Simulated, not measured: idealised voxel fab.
The following is a process module called voxel ribs on slabs.
For reference, the cross-section in this document is cut, with width 205 nm and square cells of 5 nm.
Throughout this document, each cross-section is represented as a grid of square cells and is presented as a sequence of bands enumerated from the top downward, where a band comprises one or more rows of cells. Read a band's entry like this: the first values are the height of its top and the height of its bottom in nm, and what follows is the sequence of materials from left to right, each with its width in nm. Note that "air" is empty space, and that a single material marked "all across" reaches across the band from edge to edge. Where do heights start? At 0: under that level the wafer as delivered is made of one material only. And the lowest band has no floor; it just carries on downward, as in "0 -> down". Graded width ("30 to 40"): value in top row of band = first number; value in bottom row = second number; row-to-row change constant. Take "no change occurred" at face value: in the step it is given for, the cross-section changed in none of its cells. The label "Voids, enclosed" introduces a list of the empty spaces, 8 cells or larger, that have no open way up to the top; each entry in it reads width x height at distance, where the distance is taken from the left edge and all three are stated in nm. Formally, on a step line, whatever follows the settings is a remark that the simulator itself makes on the step. The line of a step may include "overlay nm". On a step with a mask, this value is how far to the right of its planned place the mask lay. A negative value means the mask lay to the left.
[These are the steps we planned for the process]
1 RECEIVE with material Si
2 DIRECTIONAL_DEP with material SiO2, thk nm 25
3 DIRECTIONAL_DEP with material SiN, thk nm 15
4 DIRECTIONAL_DEP with material aC, thk nm 10
5 PATTERN with tone cover, mask id RIB, material resist, width nm 15, thk nm 25, overlay nm 0
6 DIRECTIONAL_ETCH with etch materials aC, depth nm 10
7 STRIP with etch materials resist
8 DIRECTIONAL_ETCH with etch materials SiN, depth nm 5
9 STRIP with etch materials aC
10 MASKED_ETCH with tone cover, mask id SLAB, width nm 60, etch materials SiN, depth nm 10, overlay nm 0
11 FILL_DEP with material SiO2, thk nm 15
12 CMP with height nm 50
13 DIRECTIONAL_DEP with material W, thk nm 10
14 PATTERN with tone cover, mask id HEATER, material resist, width nm 30, thk nm 15, overlay nm 0
15 DIRECTIONAL_ETCH with etch materials W, depth nm 10
16 STRIP with etch materials resist
17 CONFORMAL_DEP with material SiN, thk nm 5
Don't read the plan's width nm for step 5 as applying to every wafer: that's the first wafer's value, and the wafers differ in it, though they all start identical.
[So this is the first of several wafers, cross-sectioned as it came to us, meaning it's at the end of step 1]
    0 -> down | Si all across
    Voids, enclosed: none
[Rows = wafers. At module end, each row lists per material the cells gained (+) or lost (-) since the wafer was received, then the closed voids]
width nm 15, +72 SiN, +383 SiO2, +12 W, Voids, enclosed: none
width nm 20, +73 SiN, +382 SiO2, +12 W, Voids, enclosed: none
width nm 25, +74 SiN, +381 SiO2, +12 W, Voids, enclosed: none
width nm 30, +75 SiN, +380 SiO2, +12 W, Voids, enclosed: none
width nm 35, +76 SiN, +379 SiO2, +12 W, Voids, enclosed: none
